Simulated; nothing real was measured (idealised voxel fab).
Documented hereafter: the process module known as voxel wiring stack.
Square cells of 5 nm make up the cross-section cut, whose width is 260 nm.
Cross-section layout: square cells on a grid; listed as bands, top to bottom; a band spans one or more cell rows. A band entry consists of two parts. The first gives the height of the band's top and the height of its bottom, in nm. The rest lists the band's materials from left to right, each with its width in nm. A single material labelled with the word "all across" fills the band from edge to edge, and the word "air" marks empty space. Zero point of the height axis is 0; under it, received wafer = one material. Lowest band: continues down indefinitely, "0 -> down". With a width like "30 to 40", each row of cells in the band differs from the next by the same amount, the top row carrying the first number and the bottom row the second. "remained the same", as given for a step, is the statement that not any cell of the cross-section underwent a change during that step. Enclosed voids (no open way to top), threshold 8 cells or more, entry "Voids, enclosed", notation width x height at distance, distance from left edge, nm. On a step's line, text after the settings is the simulator commenting on that step. "overlay nm", when on a step's line for a step with a mask, measures how far to the right of its planned place the mask lay; a negative measure means to the left.
Set out below are the planned steps of the process
1: RECEIVE (material Si)
2: CONFORMAL_DEP (material SiO2; thk nm 10)
3: CONFORMAL_DEP (material SiCN; thk nm 5)
4: DIRECTIONAL_DEP (material lowk; thk nm 20)
5: PATTERN (tone open; mask id METAL_1; material resist; width nm 30; pitch nm 55; thk nm 15; overlay nm 0)
6: DIRECTIONAL_ETCH (etch materials lowk; depth nm 20)
7: DIRECTIONAL_ETCH (etch materials SiCN; depth nm 5)
8: STRIP (etch materials resist)
9: CONFORMAL_DEP (material TiN; thk nm 5)
10: FILL_DEP (material W; thk nm 5)
11: CMP (height nm 35)
12: CONFORMAL_DEP (material SiCN; thk nm 5)
13: DIRECTIONAL_DEP (material SiO2; thk nm 30)
14: PATTERN (tone open; mask id METAL_2; material resist; width nm 30; pitch nm 55; thk nm 15; overlay nm 0)
15: DIRECTIONAL_ETCH (etch materials SiO2; depth nm 15)
16: STRIP (etch materials resist)
17: DIRECTIONAL_DEP (material aC; thk nm 15)
18: PATTERN (tone open; mask id METAL_2_HOLES; material resist; width nm 15; pitch nm 110; thk nm 30; overlay nm 0)
19: DIRECTIONAL_ETCH (etch materials aC; depth nm 15)
20: STRIP (etch materials resist)
21: DIRECTIONAL_ETCH (etch materials SiO2; depth nm 15)
22: DIRECTIONAL_ETCH (etch materials SiCN; depth nm 5)
23: STRIP (etch materials aC)
24: CONFORMAL_DEP (material TiN; thk nm 5)
25: FILL_DEP (material Ru; thk nm 5)
26: CMP (height nm 70)
27: CONFORMAL_DEP (material SiCN; thk nm 5)
Run as planned: first of two wafers
Incoming wafer, cross-sectional view, post step 1
- 0 -> down | Si all across
- Voids, enclosed: none
Wafer section view after processing step 2
- 10 -> 0 | SiO2 all across
- Everything under 0 stays put, no change at all.
Wafer section view after processing step 3
- 15 -> 10 | SiCN all across
- Everything under 10 stays put, no change at all.
Wafer section view after processing step 4
- 35 -> 15 | lowk all across
- Everything under 15 stays put, no change at all.
Wafer section view after processing step 5
- 50 -> 35 | 60 of resist, 30 of air, 25 of resist, 30 of air, 25 of resist, 30 of air, 60 of resist
- Everything under 35 stays put, no change at all.
Wafer section view after processing step 6
- 50 -> 35 | 60 of resist, 30 of air, 25 of resist, 30 of air, 25 of resist, 30 of air, 60 of resist
- 35 -> 15 | 60 of lowk, 30 of air, 25 of lowk, 30 of air, 25 of lowk, 30 of air, 60 of lowk
- Everything under 15 stays put, no change at all.
Wafer section view after processing step 7
- 50 -> 35 | 60 of resist, 30 of air, 25 of resist, 30 of air, 25 of resist, 30 of air, 60 of resist
- 35 -> 15 | 60 of lowk, 30 of air, 25 of lowk, 30 of air, 25 of lowk, 30 of air, 60 of lowk
- 15 -> 10 | 60 of SiCN, 30 of air, 25 of SiCN, 30 of air, 25 of SiCN, 30 of air, 60 of SiCN
- Everything under 10 stays put, no change at all.
Wafer section view after processing step 8
- 35 -> 15 | 60 of lowk, 30 of air, 25 of lowk, 30 of air, 25 of lowk, 30 of air, 60 of lowk
- Everything under 15 stays put, no change at all.
Wafer section view after processing step 9
- 40 -> 35 | 65 of TiN, 20 of air, 35 of TiN, 20 of air, 35 of TiN, 20 of air, 65 of TiN
- 35 -> 15 | 60 of lowk, 5 of TiN, 20 of air, 5 of TiN, 25 of lowk, 5 of TiN, 20 of air, 5 of TiN, 25 of lowk, 5 of TiN, 20 of air, 5 of TiN, 60 of lowk
- 15 -> 10 | 60 of SiCN, 30 of TiN, 25 of SiCN, 30 of TiN, 25 of SiCN, 30 of TiN, 60 of SiCN
- Everything under 10 stays put, no change at all.
Wafer section view after processing step 10
- 45 -> 40 | W all across
- 40 -> 35 | 65 of TiN, 20 of W, 35 of TiN, 20 of W, 35 of TiN, 20 of W, 65 of TiN
- 35 -> 15 | 60 of lowk, 5 of TiN, 20 of W, 5 of TiN, 25 of lowk, 5 of TiN, 20 of W, 5 of TiN, 25 of lowk, 5 of TiN, 20 of W, 5 of TiN, 60 of lowk
- Everything under 15 stays put, no change at all.
Wafer section view after processing step 11
- 35 -> 15 | 60 of lowk, 5 of TiN, 20 of W, 5 of TiN, 25 of lowk, 5 of TiN, 20 of W, 5 of TiN, 25 of lowk, 5 of TiN, 20 of W, 5 of TiN, 60 of lowk
- Everything under 15 stays put, no change at all.
Wafer section view after processing step 12
- 40 -> 35 | SiCN all across
- Everything under 35 stays put, no change at all.
Wafer section view after processing step 13
- 70 -> 40 | SiO2 all across
- Everything under 40 stays put, no change at all.
Wafer section view after processing step 14
- 85 -> 70 | 60 of resist, 30 of air, 25 of resist, 30 of air, 25 of resist, 30 of air, 60 of resist
- Everything under 70 stays put, no change at all.
Wafer section view after processing step 15
- 85 -> 70 | 60 of resist, 30 of air, 25 of resist, 30 of air, 25 of resist, 30 of air, 60 of resist
- 70 -> 55 | 60 of SiO2, 30 of air, 25 of SiO2, 30 of air, 25 of SiO2, 30 of air, 60 of SiO2
- Everything under 55 stays put, no change at all.
Wafer section view after processing step 16
- 70 -> 55 | 60 of SiO2, 30 of air, 25 of SiO2, 30 of air, 25 of SiO2, 30 of air, 60 of SiO2
- Everything under 55 stays put, no change at all.
Wafer section view after processing step 17
- 85 -> 70 | 60 of aC, 30 of air, 25 of aC, 30 of air, 25 of aC, 30 of air, 60 of aC
- 70 -> 55 | 60 of SiO2, 30 of aC, 25 of SiO2, 30 of aC, 25 of SiO2, 30 of aC, 60 of SiO2
- Everything under 55 stays put, no change at all.
Wafer section view after processing step 18
- 115 -> 85 | 60 of resist, 15 of air, 95 of resist, 15 of air, 75 of resist
- 85 -> 70 | 60 of aC, 15 of air, 15 of resist, 25 of aC, 30 of resist, 25 of aC, 15 of air, 15 of resist, 60 of aC
- Everything under 70 stays put, no change at all.
Wafer section view after processing step 19
- 100 -> 85 | 60 of resist, 15 of air, 95 of resist, 15 of air, 75 of resist
- 85 -> 70 | 60 of aC, 15 of air, 15 of resist, 25 of aC, 30 of resist, 25 of aC, 15 of air, 15 of resist, 60 of aC
- 70 -> 55 | 60 of SiO2, 15 of air, 15 of aC, 25 of SiO2, 30 of aC, 25 of SiO2, 15 of air, 15 of aC, 60 of SiO2
- Everything under 55 stays put, no change at all.
Wafer section view after processing step 20
- 85 -> 70 | 60 of aC, 30 of air, 25 of aC, 30 of air, 25 of aC, 30 of air, 60 of aC
- Everything under 70 stays put, no change at all.
Wafer section view after processing step 21
- 85 -> 70 | 60 of aC, 30 of air, 25 of aC, 30 of air, 25 of aC, 30 of air, 60 of aC
- 70 -> 55 | 60 of SiO2, 15 of air, 15 of aC, 25 of SiO2, 30 of aC, 25 of SiO2, 15 of air, 15 of aC, 60 of SiO2
- 55 -> 40 | 60 of SiO2, 15 of air, 95 of SiO2, 15 of air, 75 of SiO2
- Everything under 40 stays put, no change at all.
Wafer section view after processing step 22
- 85 -> 70 | 60 of aC, 30 of air, 25 of aC, 30 of air, 25 of aC, 30 of air, 60 of aC
- 70 -> 55 | 60 of SiO2, 15 of air, 15 of aC, 25 of SiO2, 30 of aC, 25 of SiO2, 15 of air, 15 of aC, 60 of SiO2
- 55 -> 40 | 60 of SiO2, 15 of air, 95 of SiO2, 15 of air, 75 of SiO2
- 40 -> 35 | 60 of SiCN, 15 of air, 95 of SiCN, 15 of air, 75 of SiCN
- Everything under 35 stays put, no change at all.
Wafer section view after processing step 23
- 70 -> 55 | 60 of SiO2, 30 of air, 25 of SiO2, 30 of air, 25 of SiO2, 30 of air, 60 of SiO2
- Everything under 55 stays put, no change at all.
Wafer section view after processing step 24
- 75 -> 70 | 65 of TiN, 20 of air, 35 of TiN, 20 of air, 35 of TiN, 20 of air, 65 of TiN
- 70 -> 60 | 60 of SiO2, 5 of TiN, 20 of air, 5 of TiN, 25 of SiO2, 5 of TiN, 20 of air, 5 of TiN, 25 of SiO2, 5 of TiN, 20 of air, 5 of TiN, 60 of SiO2
- 60 -> 55 | 60 of SiO2, 5 of TiN, 5 of air, 20 of TiN, 25 of SiO2, 30 of TiN, 25 of SiO2, 5 of TiN, 5 of air, 20 of TiN, 60 of SiO2
- 55 -> 40 | 60 of SiO2, 5 of TiN, 5 of air, 5 of TiN, 95 of SiO2, 5 of TiN, 5 of air, 5 of TiN, 75 of SiO2
- 40 -> 35 | 60 of SiCN, 15 of TiN, 95 of SiCN, 15 of TiN, 75 of SiCN
- Everything under 35 stays put, no change at all.
Wafer section view after processing step 25
- 80 -> 75 | Ru all across
- 75 -> 70 | 65 of TiN, 20 of Ru, 35 of TiN, 20 of Ru, 35 of TiN, 20 of Ru, 65 of TiN
- 70 -> 60 | 60 of SiO2, 5 of TiN, 20 of Ru, 5 of TiN, 25 of SiO2, 5 of TiN, 20 of Ru, 5 of TiN, 25 of SiO2, 5 of TiN, 20 of Ru, 5 of TiN, 60 of SiO2
- 60 -> 55 | 60 of SiO2, 5 of TiN, 5 of Ru, 20 of TiN, 25 of SiO2, 30 of TiN, 25 of SiO2, 5 of TiN, 5 of Ru, 20 of TiN, 60 of SiO2
- 55 -> 40 | 60 of SiO2, 5 of TiN, 5 of Ru, 5 of TiN, 95 of SiO2, 5 of TiN, 5 of Ru, 5 of TiN, 75 of SiO2
- Everything under 40 stays put, no change at all.
Wafer section view after processing step 26
- 70 -> 60 | 60 of SiO2, 5 of TiN, 20 of Ru, 5 of TiN, 25 of SiO2, 5 of TiN, 20 of Ru, 5 of TiN, 25 of SiO2, 5 of TiN, 20 of Ru, 5 of TiN, 60 of SiO2
- Everything under 60 stays put, no change at all.
Wafer section view after processing step 27
- 75 -> 70 | SiCN all across
- Everything under 70 stays put, no change at all.
Wafer two. Same start, same plan, one slip in execution. Same as wafer one through step 4, inclusive
The second wafer cut through, at the time step 5 was supposed to be finished
- 50 -> 35 | 70 of resist, 30 of air, 25 of resist, 30 of air, 25 of resist, 30 of air, 50 of resist
- Everything under 35 stays put, no change at all.
The second wafer cut through, at the time step 6 was supposed to be finished
- 50 -> 35 | 70 of resist, 30 of air, 25 of resist, 30 of air, 25 of resist, 30 of air, 50 of resist
- 35 -> 15 | 70 of lowk, 30 of air, 25 of lowk, 30 of air, 25 of lowk, 30 of air, 50 of lowk
- Everything under 15 stays put, no change at all.
The second wafer cut through, at the time step 7 was supposed to be finished
- 50 -> 35 | 70 of resist, 30 of air, 25 of resist, 30 of air, 25 of resist, 30 of air, 50 of resist
- 35 -> 15 | 70 of lowk, 30 of air, 25 of lowk, 30 of air, 25 of lowk, 30 of air, 50 of lowk
- 15 -> 10 | 70 of SiCN, 30 of air, 25 of SiCN, 30 of air, 25 of SiCN, 30 of air, 50 of SiCN
- Everything under 10 stays put, no change at all.
The second wafer cut through, at the time step 8 was supposed to be finished
- 35 -> 15 | 70 of lowk, 30 of air, 25 of lowk, 30 of air, 25 of lowk, 30 of air, 50 of lowk
- Everything under 15 stays put, no change at all.
The second wafer cut through, at the time step 9 was supposed to be finished
- 40 -> 35 | 75 of TiN, 20 of air, 35 of TiN, 20 of air, 35 of TiN, 20 of air, 55 of TiN
- 35 -> 15 | 70 of lowk, 5 of TiN, 20 of air, 5 of TiN, 25 of lowk, 5 of TiN, 20 of air, 5 of TiN, 25 of lowk, 5 of TiN, 20 of air, 5 of TiN, 50 of lowk
- 15 -> 10 | 70 of SiCN, 30 of TiN, 25 of SiCN, 30 of TiN, 25 of SiCN, 30 of TiN, 50 of SiCN
- Everything under 10 stays put, no change at all.
The second wafer cut through, at the time step 10 was supposed to be finished
- 45 -> 40 | W all across
- 40 -> 35 | 75 of TiN, 20 of W, 35 of TiN, 20 of W, 35 of TiN, 20 of W, 55 of TiN
- 35 -> 15 | 70 of lowk, 5 of TiN, 20 of W, 5 of TiN, 25 of lowk, 5 of TiN, 20 of W, 5 of TiN, 25 of lowk, 5 of TiN, 20 of W, 5 of TiN, 50 of lowk
- Everything under 15 stays put, no change at all.
The second wafer cut through, at the time step 11 was supposed to be finished
- 35 -> 15 | 70 of lowk, 5 of TiN, 20 of W, 5 of TiN, 25 of lowk, 5 of TiN, 20 of W, 5 of TiN, 25 of lowk, 5 of TiN, 20 of W, 5 of TiN, 50 of lowk
- Everything under 15 stays put, no change at all.
The second wafer cut through, at the time step 12 was supposed to be finished
- 40 -> 35 | SiCN all across
- Everything under 35 stays put, no change at all.
The second wafer cut through, at the time step 13 was supposed to be finished
- 70 -> 40 | SiO2 all across
- Everything under 40 stays put, no change at all.
The second wafer cut through, at the time step 14 was supposed to be finished
- 85 -> 70 | 60 of resist, 30 of air, 25 of resist, 30 of air, 25 of resist, 30 of air, 60 of resist
- Everything under 70 stays put, no change at all.
The second wafer cut through, at the time step 15 was supposed to be finished
- 85 -> 70 | 60 of resist, 30 of air, 25 of resist, 30 of air, 25 of resist, 30 of air, 60 of resist
- 70 -> 55 | 60 of SiO2, 30 of air, 25 of SiO2, 30 of air, 25 of SiO2, 30 of air, 60 of SiO2
- Everything under 55 stays put, no change at all.
The second wafer cut through, at the time step 16 was supposed to be finished
- 70 -> 55 | 60 of SiO2, 30 of air, 25 of SiO2, 30 of air, 25 of SiO2, 30 of air, 60 of SiO2
- Everything under 55 stays put, no change at all.
The second wafer cut through, at the time step 17 was supposed to be finished
- 85 -> 70 | 60 of aC, 30 of air, 25 of aC, 30 of air, 25 of aC, 30 of air, 60 of aC
- 70 -> 55 | 60 of SiO2, 30 of aC, 25 of SiO2, 30 of aC, 25 of SiO2, 30 of aC, 60 of SiO2
- Everything under 55 stays put, no change at all.
The second wafer cut through, at the time step 18 was supposed to be finished
- 115 -> 85 | 60 of resist, 15 of air, 95 of resist, 15 of air, 75 of resist
- 85 -> 70 | 60 of aC, 15 of air, 15 of resist, 25 of aC, 30 of resist, 25 of aC, 15 of air, 15 of resist, 60 of aC
- Everything under 70 stays put, no change at all.
The second wafer cut through, at the time step 19 was supposed to be finished
- 100 -> 85 | 60 of resist, 15 of air, 95 of resist, 15 of air, 75 of resist
- 85 -> 70 | 60 of aC, 15 of air, 15 of resist, 25 of aC, 30 of resist, 25 of aC, 15 of air, 15 of resist, 60 of aC
- 70 -> 55 | 60 of SiO2, 15 of air, 15 of aC, 25 of SiO2, 30 of aC, 25 of SiO2, 15 of air, 15 of aC, 60 of SiO2
- Everything under 55 stays put, no change at all.
The second wafer cut through, at the time step 20 was supposed to be finished
- 85 -> 70 | 60 of aC, 30 of air, 25 of aC, 30 of air, 25 of aC, 30 of air, 60 of aC
- Everything under 70 stays put, no change at all.
The second wafer cut through, at the time step 21 was supposed to be finished
- 85 -> 70 | 60 of aC, 30 of air, 25 of aC, 30 of air, 25 of aC, 30 of air, 60 of aC
- 70 -> 55 | 60 of SiO2, 15 of air, 15 of aC, 25 of SiO2, 30 of aC, 25 of SiO2, 15 of air, 15 of aC, 60 of SiO2
- 55 -> 40 | 60 of SiO2, 15 of air, 95 of SiO2, 15 of air, 75 of SiO2
- Everything under 40 stays put, no change at all.
The second wafer cut through, at the time step 22 was supposed to be finished
- 85 -> 70 | 60 of aC, 30 of air, 25 of aC, 30 of air, 25 of aC, 30 of air, 60 of aC
- 70 -> 55 | 60 of SiO2, 15 of air, 15 of aC, 25 of SiO2, 30 of aC, 25 of SiO2, 15 of air, 15 of aC, 60 of SiO2
- 55 -> 40 | 60 of SiO2, 15 of air, 95 of SiO2, 15 of air, 75 of SiO2
- 40 -> 35 | 60 of SiCN, 15 of air, 95 of SiCN, 15 of air, 75 of SiCN
- Everything under 35 stays put, no change at all.
The second wafer cut through, at the time step 23 was supposed to be finished
- 70 -> 55 | 60 of SiO2, 30 of air, 25 of SiO2, 30 of air, 25 of SiO2, 30 of air, 60 of SiO2
- Everything under 55 stays put, no change at all.
The second wafer cut through, at the time step 24 was supposed to be finished
- 75 -> 70 | 65 of TiN, 20 of air, 35 of TiN, 20 of air, 35 of TiN, 20 of air, 65 of TiN
- 70 -> 60 | 60 of SiO2, 5 of TiN, 20 of air, 5 of TiN, 25 of SiO2, 5 of TiN, 20 of air, 5 of TiN, 25 of SiO2, 5 of TiN, 20 of air, 5 of TiN, 60 of SiO2
- 60 -> 55 | 60 of SiO2, 5 of TiN, 5 of air, 20 of TiN, 25 of SiO2, 30 of TiN, 25 of SiO2, 5 of TiN, 5 of air, 20 of TiN, 60 of SiO2
- 55 -> 40 | 60 of SiO2, 5 of TiN, 5 of air, 5 of TiN, 95 of SiO2, 5 of TiN, 5 of air, 5 of TiN, 75 of SiO2
- 40 -> 35 | 60 of SiCN, 15 of TiN, 95 of SiCN, 15 of TiN, 75 of SiCN
- Everything under 35 stays put, no change at all.
The second wafer cut through, at the time step 25 was supposed to be finished
- 80 -> 75 | Ru all across
- 75 -> 70 | 65 of TiN, 20 of Ru, 35 of TiN, 20 of Ru, 35 of TiN, 20 of Ru, 65 of TiN
- 70 -> 60 | 60 of SiO2, 5 of TiN, 20 of Ru, 5 of TiN, 25 of SiO2, 5 of TiN, 20 of Ru, 5 of TiN, 25 of SiO2, 5 of TiN, 20 of Ru, 5 of TiN, 60 of SiO2
- 60 -> 55 | 60 of SiO2, 5 of TiN, 5 of Ru, 20 of TiN, 25 of SiO2, 30 of TiN, 25 of SiO2, 5 of TiN, 5 of Ru, 20 of TiN, 60 of SiO2
- 55 -> 40 | 60 of SiO2, 5 of TiN, 5 of Ru, 5 of TiN, 95 of SiO2, 5 of TiN, 5 of Ru, 5 of TiN, 75 of SiO2
- Everything under 40 stays put, no change at all.
The second wafer cut through, at the time step 26 was supposed to be finished
- 70 -> 60 | 60 of SiO2, 5 of TiN, 20 of Ru, 5 of TiN, 25 of SiO2, 5 of TiN, 20 of Ru, 5 of TiN, 25 of SiO2, 5 of TiN, 20 of Ru, 5 of TiN, 60 of SiO2
- Everything under 60 stays put, no change at all.
The second wafer cut through, at the time step 27 was supposed to be finished
- 75 -> 70 | SiCN all across
- Everything under 70 stays put, no change at all.
What was done differently from what was planned? step 5 was run on a setting that differed from the plan, and what really ran there is PATTERN (tone open; mask id METAL_1; material resist; width nm 30; pitch nm 55; thk nm 15; overlay nm 10)
End check, second vs first wafer: material counts in cells match, positions do not.
